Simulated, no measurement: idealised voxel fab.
The following process module bears the name voxel self aligned contacts.
Cross-sectional view cut (width: 220 nm; square cell size: 5 nm).
Square cells in a grid make up a cross-section in this document, and the grid is given as bands, listed from the top down, each one or more rows of cells.
Heights first: top, then bottom, in nm. Then materials, left to right, each with a width in nm. "edge to edge" on a single material: fills the band edge to edge. "air": empty space.
Beneath 0, the wafer as received is one material, and that level is where height counting begins. The lowest band goes on downward without a bottom; it is written like "0 and below".
Think of "30..40" as a width that walks from the first number to the second as you go down the band, top row to bottom row, taking equal-sized steps from row to row.
A step reported as "everything unchanged" is a step in which no cell of the cross-section changed.
The entry "Closed void list" lists the empty spaces that cover at least 8 cells and have no open path to the top. Each is written as width x height at distance, where the distance is measured from the left edge and all three values are in nm.
Anything after a step's settings on that line? It's the simulator's own note about the step.
Each step line may optionally specify "overlay nm", which for a step with a mask gives the rightward distance between the mask's planned place and where it lay, a negative value indicating the leftward direction.

The following list gives the planned process steps
1. RECEIVE [material Si]
2. OXIDIZE [depth nm 5]
3. DIRECTIONAL_DEP [material polySi] [thk nm 30]
4. DIRECTIONAL_DEP [material SiN] [thk nm 25]
5. PATTERN [tone cover] [mask id GATE] [material resist] [width nm 30] [pitch nm 70] [thk nm 15] [overlay nm 0]
6. DIRECTIONAL_ETCH [etch materials SiN] [depth nm 25]
7. DIRECTIONAL_ETCH [etch materials polySi] [depth nm 30]
8. STRIP [etch materials resist]
9. CONFORMAL_DEP [material SiN] [thk nm 10]
10. DIRECTIONAL_ETCH [etch materials SiN] [depth nm 10]
11. FILL_DEP [material SiO2] [thk nm 15]
12. CMP [height nm 60]
13. PATTERN [tone open] [mask id CONTACT] [material resist] [width nm 50] [pitch nm 70] [thk nm 15] [overlay nm 0]
14. DIRECTIONAL_ETCH [etch materials SiO2] [depth nm 65]
15. STRIP [etch materials resist]
16. CONFORMAL_DEP [material TiN] [thk nm 5]
17. FILL_DEP [material W] [thk nm 10]
18. CMP [height nm 60]
19. CONFORMAL_DEP [material SiN] [thk nm 5]

Received-state cross-section, reflecting completion of step 1
    0 and below: Si edge to edge
    Closed void list: none

End state of the module in cross-section, given the above starting point and plan and one mistake in execution
    65 down to 60: SiN edge to edge
    60 down to 55: 10 W, then 40 TiN, then 50 SiO2, then 20 TiN, then 50 SiO2, then 40 TiN, then 10 W
    55 down to 30: 10 W, then 5 TiN, then 50 SiN, then 20 SiO2, then 50 SiN, then 20 SiO2, then 50 SiN, then 5 TiN, then 10 W
    30 down to 0: 10 W, then 5 TiN, then 10 SiN, then 30 polySi, then 10 SiN, then 20 SiO2, then 10 SiN, then 30 polySi, then 10 SiN, then 20 SiO2, then 10 SiN, then 30 polySi, then 10 SiN, then 5 TiN, then 10 W
    0 down to -5: 15 TiN, then 190 SiO2, then 15 TiN
    -5 and below: Si edge to edge
    Closed void list: none
Finding, execution versus plan: planned and actual differ for step 13; actual: PATTERN [tone cover] [mask id CONTACT] [material resist] [width nm 50] [pitch nm 70] [thk nm 15] [overlay nm 0]
